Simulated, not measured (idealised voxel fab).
Presented below is a process module, voxel air gaps.
The cross-section shown here is cut; it is 265 nm wide and divided into square cells measuring 5 nm on a side.
Cross-section = grid of square cells, listed top down in bands; band = one or more rows. Band entry format. Leading values: height of top, height of bottom, nm. Remainder: materials in left-to-right order, each with its width in nm. Special words: "full width" on a single material, which then fills the band edge to edge; "blank", empty space. Counting heights begins at 0, where everything beneath is, in the wafer as received, one material. The lowest band has no bottom; it goes on downwards, as "z 0 and below" shows. With a width like "30->40", each row of cells in the band differs from the next by the same amount, the top row carrying the first number and the bottom row the second. The cross-section has no changed cell in any step marked "nothing different". "Cavities, closed" - sealed voids, min. 8 cells, no opening to top; format: width x height at distance (distance from left edge; nm throughout). Whatever follows a step's settings on its line is a remark the simulator itself makes about that step. When a step includes a mask, the "overlay nm" setting on its line states how far to the right of its planned place that mask lay, and negative values state how far to the left.

Listed below are the process steps as planned:
1 RECEIVE (material Si)
2 CONFORMAL_DEP (material SiO2; thk nm 15)
3 CONFORMAL_DEP (material SiCN; thk nm 5)
4 DIRECTIONAL_DEP (material lowk; thk nm 35)
5 MASKED_ETCH (tone open; mask id LINES; width nm 20; pitch nm 50; etch materials lowk; depth nm 35; overlay nm 0)
6 CONFORMAL_DEP (material TiN; thk nm 5)
7 FILL_DEP (material Ru; thk nm 5)
8 CMP (height nm 55)
9 EPI (material Ru; thk nm 10)
10 SELECTIVE_ETCH (etch materials lowk; depth nm 45)
11 CONFORMAL_DEP (material SiCN; thk nm 5)

Received-state cross-section, reflecting completion of step 1:
	z 0 and below: Si full width
	Cavities, closed: none

Wafer at module end, in section. Began as above, planned as above, run with one mistake:
	z 80 to 65: blank=45, SiCN=170, blank=50
	z 65 to 55: blank=45, SiCN=15, Ru=40, SiCN=10, Ru=40, SiCN=10, Ru=40, SiCN=15, blank=50
	z 55 to 50: blank=45, SiCN=25, TiN=5, Ru=10, TiN=5, SiCN=30, TiN=5, Ru=10, TiN=5, SiCN=30, TiN=5, Ru=10, TiN=5, SiCN=25, blank=50
	z 50 to 40: blank=45, SiCN=25, TiN=5, Ru=10, TiN=5, SiCN=5, blank=20, SiCN=5, TiN=5, Ru=10, TiN=5, SiCN=5, blank=20, SiCN=5, TiN=5, Ru=10, TiN=5, SiCN=25, blank=50
	z 40 to 35: blank=55, SiCN=15, TiN=5, Ru=10, TiN=5, SiCN=5, blank=20, SiCN=5, TiN=5, Ru=10, TiN=5, SiCN=5, blank=20, SiCN=5, TiN=5, Ru=10, TiN=5, SiCN=15, blank=60
	z 35 to 25: SiCN=70, TiN=5, Ru=10, TiN=5, SiCN=5, blank=20, SiCN=5, TiN=5, Ru=10, TiN=5, SiCN=5, blank=20, SiCN=5, TiN=5, Ru=10, TiN=5, SiCN=75
	z 25 to 20: SiCN=70, TiN=20, SiCN=30, TiN=20, SiCN=30, TiN=20, SiCN=75
	z 20 to 15: SiCN full width
	z 15 to 0: SiO2 full width
	z 0 and below: Si full width
	Cavities, closed: 20 x 25 at 95; 20 x 25 at 145
Processing error: step 11 was run on a setting that differed from the plan, and what really ran there is CONFORMAL_DEP (material SiCN; thk nm 15)
